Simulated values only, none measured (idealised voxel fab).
process module | voxel plated lines
cross-section cut | 260 nm wide | cells 5 nm
A cross-section is a grid of square cells, given in bands from the top down. A band is one or more rows of cells.
Each band's line starts with the height of the band's top and of its bottom, in nm. Then come its materials from left to right, each with its width in nm. One material with "throughout" fills the band from edge to edge. "air" is empty space.
Height 0 is the level under which the wafer as received is all one material. The lowest band goes on downwards, as in "0 down".
A width such as "30 to 40" changes by the same amount from each row of cells to the next, from the band's top row to its bottom row.
"no change" after a step means that no cell of the cross-section changed.
closed voids: empty space of 8 cells or more with no open way to the top, each as width x height at its distance from the left edge, in nm
after a step's settings: what the simulator itself notes on the step
overlay nm, on a step with a mask: how far to the right of its planned place the mask lay; to the left if negative
plan
1 op RECEIVE | material Si
2 op CONFORMAL_DEP | material SiN | thk nm 15
3 op DIRECTIONAL_DEP | material TiN | thk nm 5
4 op PATTERN | tone open | mask id LINES | material resist | width nm 15 | pitch nm 30 | thk nm 15 | overlay nm 0
5 op EPI | material Ru | thk nm 10
6 op STRIP | etch materials resist
7 op DIRECTIONAL_ETCH | etch materials TiN | depth nm 5
8 op CONFORMAL_DEP | material SiCN | thk nm 10
as received, after step 1
  0 down: Si throughout
  closed voids: none
a wafer at the end: this start, this plan, one mistake
  35 to 30: air 80 | SiCN 95 | air 85
  30 to 25: SiCN throughout
  25 to 20: SiCN 90 | Ru 15 | SiCN 15 | Ru 15 | SiCN 15 | Ru 15 | SiCN 95
  20 to 15: TiN throughout
  15 to 0: SiN throughout
  0 down: Si throughout
  closed voids: none
what went wrong: step 7 ran as: op DIRECTIONAL_ETCH | etch materials Ru | depth nm 5
